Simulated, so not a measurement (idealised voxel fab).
process module | voxel capacitor over wiring
cross-section cut | 295 nm wide | cells 5 nm
A cross-section is a grid of square cells, given in bands from the top down. A band is one or more rows of cells.
Each band's line starts with the height of the band's top and of its bottom, in nm. Then come its materials from left to right, each with its width in nm. One material with "throughout" fills the band from edge to edge. "air" is empty space.
Height 0 is the level under which the wafer as received is all one material. The lowest band goes on downwards, as in "0 down".
A width such as "30 to 40" changes by the same amount from each row of cells to the next, from the band's top row to its bottom row.
"no change" after a step means that no cell of the cross-section changed.
closed voids: empty space of 8 cells or more with no open way to the top, each as width x height at its distance from the left edge, in nm
after a step's settings: what the simulator itself notes on the step
overlay nm, on a step with a mask: how far to the right of its planned place the mask lay; to the left if negative
plan
1 op RECEIVE | material Si
2 op CONFORMAL_DEP | material SiO2 | thk nm 15
3 op DIRECTIONAL_DEP | material TiN | thk nm 5
4 op DIRECTIONAL_DEP | material W | thk nm 25
5 op MASKED_ETCH | tone cover | mask id METAL_1 | width nm 25 | pitch nm 90 | etch materials W | depth nm 25 | overlay nm 0
6 op MASKED_ETCH | tone cover | mask id METAL_1 | width nm 25 | pitch nm 90 | etch materials TiN | depth nm 5 | overlay nm 0
7 op FILL_DEP | material SiO2 | thk nm 5
8 op CMP | height nm 45
9 op CONFORMAL_DEP | material SiCN | thk nm 5
10 op DIRECTIONAL_DEP | material SiO2 | thk nm 10
11 op PATTERN | tone open | mask id PLUG_1 | material resist | width nm 15 | thk nm 15 | overlay nm 0
12 op DIRECTIONAL_ETCH | etch materials SiO2 | depth nm 10
13 op DIRECTIONAL_ETCH | etch materials SiCN | depth nm 5
14 op STRIP | etch materials resist
15 op EPI | material Ru | thk nm 10
16 op EPI | material Ru | thk nm 5
17 op DIRECTIONAL_DEP | material TiN | thk nm 5
18 op DIRECTIONAL_DEP | material Al2O3 | thk nm 5
19 op DIRECTIONAL_DEP | material TiN | thk nm 10
20 op PATTERN | tone cover | mask id UPPER_PLATE | material resist | width nm 70 | thk nm 15 | overlay nm 0
21 op DIRECTIONAL_ETCH | etch materials TiN | depth nm 10
22 op DIRECTIONAL_ETCH | etch materials Al2O3 | depth nm 5
23 op STRIP | etch materials resist
24 op MASKED_ETCH | tone cover | mask id LOWER_PLATE | width nm 80 | etch materials TiN | depth nm 5 | overlay nm 0
25 op FILL_DEP | material SiO2 | thk nm 20
26 op CMP | height nm 95
27 op PATTERN | tone open | mask id PLUG_2 | material resist | width nm 15 | thk nm 15 | overlay nm 0
28 op DIRECTIONAL_ETCH | etch materials SiO2 | depth nm 15
29 op STRIP | etch materials resist
30 op CONFORMAL_DEP | material TiN | thk nm 5
31 op FILL_DEP | material Cu | thk nm 10
32 op CMP | height nm 95
33 op CONFORMAL_DEP | material SiCN | thk nm 5
as received, after step 1
  0 down: Si throughout
  closed voids: none
first wafer at the end, as planned
  100 to 95: SiCN throughout
  95 to 85: SiO2 110 | TiN 5 | Cu 5 | TiN 5 | SiO2 170
  85 to 80: SiO2 110 | TiN 15 | SiO2 170
  80 to 70: SiO2 100 | TiN 70 | SiO2 125
  70 to 65: SiO2 100 | Al2O3 70 | SiO2 125
  65 to 60: SiO2 95 | TiN 80 | SiO2 120
  60 to 50: SiO2 100 | Ru 15 | SiO2 180
  50 to 45: SiCN 100 | Ru 15 | SiCN 180
  45 to 20: SiO2 90 | W 25 | SiO2 65 | W 25 | SiO2 90
  20 to 15: SiO2 90 | TiN 25 | SiO2 65 | TiN 25 | SiO2 90
  15 to 0: SiO2 throughout
  0 down: Si throughout
  closed voids: none
second wafer at the end: like start, like plan, one mistake
  100 to 95: SiCN throughout
  95 to 85: SiO2 110 | TiN 5 | Cu 5 | TiN 5 | SiO2 170
  85 to 80: SiO2 110 | TiN 15 | SiO2 170
  80 to 75: SiO2 throughout
  75 to 65: SiO2 100 | TiN 70 | SiO2 125
  65 to 60: SiO2 95 | TiN 80 | SiO2 120
  60 to 50: SiO2 100 | Ru 15 | SiO2 180
  50 to 45: SiCN 100 | Ru 15 | SiCN 180
  45 to 20: SiO2 90 | W 25 | SiO2 65 | W 25 | SiO2 90
  20 to 15: SiO2 90 | TiN 25 | SiO2 65 | TiN 25 | SiO2 90
  15 to 0: SiO2 throughout
  0 down: Si throughout
  closed voids: none
what went wrong: step 18 was left out
at the end the second wafer has, in cells: 14 fewer of Al2O3 | 14 more of SiO2
